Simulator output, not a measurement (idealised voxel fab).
process module | voxel wiring stack
cross-section cut | 220 nm wide | cells 5 nm
A cross-section is a grid of square cells, given in bands from the top down. A band is one or more rows of cells.
Each band's line starts with the height of the band's top and of its bottom, in nm. Then come its materials from left to right, each with its width in nm. One material with "throughout" fills the band from edge to edge. "air" is empty space.
Height 0 is the level under which the wafer as received is all one material. The lowest band goes on downwards, as in "0 down".
A width such as "30 to 40" changes by the same amount from each row of cells to the next, from the band's top row to its bottom row.
"no change" after a step means that no cell of the cross-section changed.
closed voids: empty space of 8 cells or more with no open way to the top, each as width x height at its distance from the left edge, in nm
after a step's settings: what the simulator itself notes on the step
overlay nm, on a step with a mask: how far to the right of its planned place the mask lay; to the left if negative
plan
1 op RECEIVE | material Si
2 op CONFORMAL_DEP | material SiO2 | thk nm 15
3 op CONFORMAL_DEP | material SiCN | thk nm 5
4 op DIRECTIONAL_DEP | material lowk | thk nm 15
5 op PATTERN | tone open | mask id METAL_1 | material resist | width nm 25 | pitch nm 45 | thk nm 15 | overlay nm 0
6 op DIRECTIONAL_ETCH | etch materials lowk | depth nm 15
7 op DIRECTIONAL_ETCH | etch materials SiCN | depth nm 5
8 op STRIP | etch materials resist
9 op CONFORMAL_DEP | material TiN | thk nm 5
10 op FILL_DEP | material Cu | thk nm 10
11 op CMP | height nm 35
12 op EPI | material Ru | thk nm 5
13 op FILL_DEP | material SiCN | thk nm 5
14 op DIRECTIONAL_DEP | material lowk | thk nm 20
15 op PATTERN | tone open | mask id PLUG_1 | material resist | width nm 15 | thk nm 20 | overlay nm 0
16 op DIRECTIONAL_ETCH | etch materials lowk | depth nm 20
17 op DIRECTIONAL_ETCH | etch materials SiCN | depth nm 5
18 op STRIP | etch materials resist
19 op CONFORMAL_DEP | material TiN | thk nm 5
20 op FILL_DEP | material Cu | thk nm 10
21 op CMP | height nm 65
22 op CONFORMAL_DEP | material SiCN | thk nm 5
23 op DIRECTIONAL_DEP | material lowk | thk nm 20
24 op PATTERN | tone open | mask id METAL_2 | material resist | width nm 25 | pitch nm 45 | thk nm 15 | overlay nm 0
25 op DIRECTIONAL_ETCH | etch materials lowk | depth nm 20
26 op DIRECTIONAL_ETCH | etch materials SiCN | depth nm 5
27 op STRIP | etch materials resist
28 op CONFORMAL_DEP | material TiN | thk nm 5
29 op FILL_DEP | material Cu | thk nm 5
30 op CMP | height nm 90
31 op EPI | material Ru | thk nm 5
32 op FILL_DEP | material SiCN | thk nm 5
33 op DIRECTIONAL_DEP | material SiO2 | thk nm 30
34 op PATTERN | tone open | mask id METAL_3_HOLES | material resist | width nm 15 | thk nm 20 | overlay nm 0
35 op DIRECTIONAL_ETCH | etch materials SiO2 | depth nm 30
36 op STRIP | etch materials resist
37 op PATTERN | tone open | mask id METAL_3 | material resist | width nm 25 | pitch nm 45 | thk nm 20 | overlay nm 0
38 op DIRECTIONAL_ETCH | etch materials SiO2 | depth nm 15
39 op DIRECTIONAL_ETCH | etch materials SiCN | depth nm 5
40 op STRIP | etch materials resist
41 op CONFORMAL_DEP | material TiN | thk nm 5
42 op FILL_DEP | material Cu | thk nm 10
43 op CMP | height nm 130
44 op CONFORMAL_DEP | material SiCN | thk nm 5
45 op DIRECTIONAL_DEP | material lowk | thk nm 30
46 op PATTERN | tone open | mask id METAL_4 | material resist | width nm 25 | pitch nm 45 | thk nm 15 | overlay nm 0
47 op DIRECTIONAL_ETCH | etch materials lowk | depth nm 15
48 op STRIP | etch materials resist
49 op PATTERN | tone open | mask id METAL_4_HOLES | material resist | width nm 15 | pitch nm 45 | thk nm 15 | overlay nm 0
50 op DIRECTIONAL_ETCH | etch materials lowk | depth nm 15
51 op DIRECTIONAL_ETCH | etch materials SiCN | depth nm 5
52 op STRIP | etch materials resist
53 op CONFORMAL_DEP | material TiN | thk nm 5
54 op FILL_DEP | material Cu | thk nm 5
55 op CMP | height nm 165
56 op CONFORMAL_DEP | material SiCN | thk nm 5
as received, after step 1
  0 down: Si throughout
  closed voids: none
a wafer at the end: this start, this plan, one mistake
  170 to 165: SiCN throughout
  165 to 155: lowk 75 | TiN 5 | Cu 15 | TiN 5 | lowk 20 | TiN 5 | Cu 15 | TiN 5 | lowk 75
  155 to 150: lowk 75 | TiN 5 | Cu 5 | TiN 15 | lowk 20 | TiN 5 | Cu 5 | TiN 15 | lowk 75
  150 to 135: lowk 75 | TiN 5 | Cu 5 | TiN 5 | lowk 30 | TiN 5 | Cu 5 | TiN 5 | lowk 85
  135 to 130: SiCN 75 | TiN 15 | SiCN 30 | TiN 15 | SiCN 85
  130 to 120: SiO2 75 | TiN 5 | Cu 15 | TiN 5 | SiO2 20 | TiN 5 | Cu 15 | TiN 5 | SiO2 75
  120 to 115: SiO2 75 | TiN 5 | Cu 5 | TiN 15 | SiO2 20 | TiN 25 | SiO2 75
  115 to 100: SiO2 75 | TiN 5 | Cu 5 | TiN 5 | SiO2 130
  100 to 95: SiCN 75 | TiN 15 | SiCN 130
  95 to 90: SiCN 70 | Ru 35 | SiCN 10 | Ru 35 | SiCN 70
  90 to 70: lowk 75 | TiN 5 | Cu 15 | TiN 5 | lowk 20 | TiN 5 | Cu 15 | TiN 5 | lowk 75
  70 to 65: SiCN 75 | TiN 25 | SiCN 20 | TiN 25 | SiCN 75
  65 to 45: lowk 75 | TiN 5 | Cu 5 | TiN 5 | lowk 130
  45 to 40: SiCN 75 | TiN 15 | SiCN 130
  40 to 35: SiCN 70 | Ru 35 | SiCN 10 | Ru 35 | SiCN 70
  35 to 25: lowk 75 | TiN 5 | Cu 15 | TiN 5 | lowk 20 | TiN 5 | Cu 15 | TiN 5 | lowk 75
  25 to 20: lowk 75 | TiN 25 | lowk 20 | TiN 25 | lowk 75
  20 to 5: SiO2 throughout
  5 to 0: SiCN throughout
  0 down: Si throughout
  closed voids: none
what went wrong: steps 2 and 3 were swapped
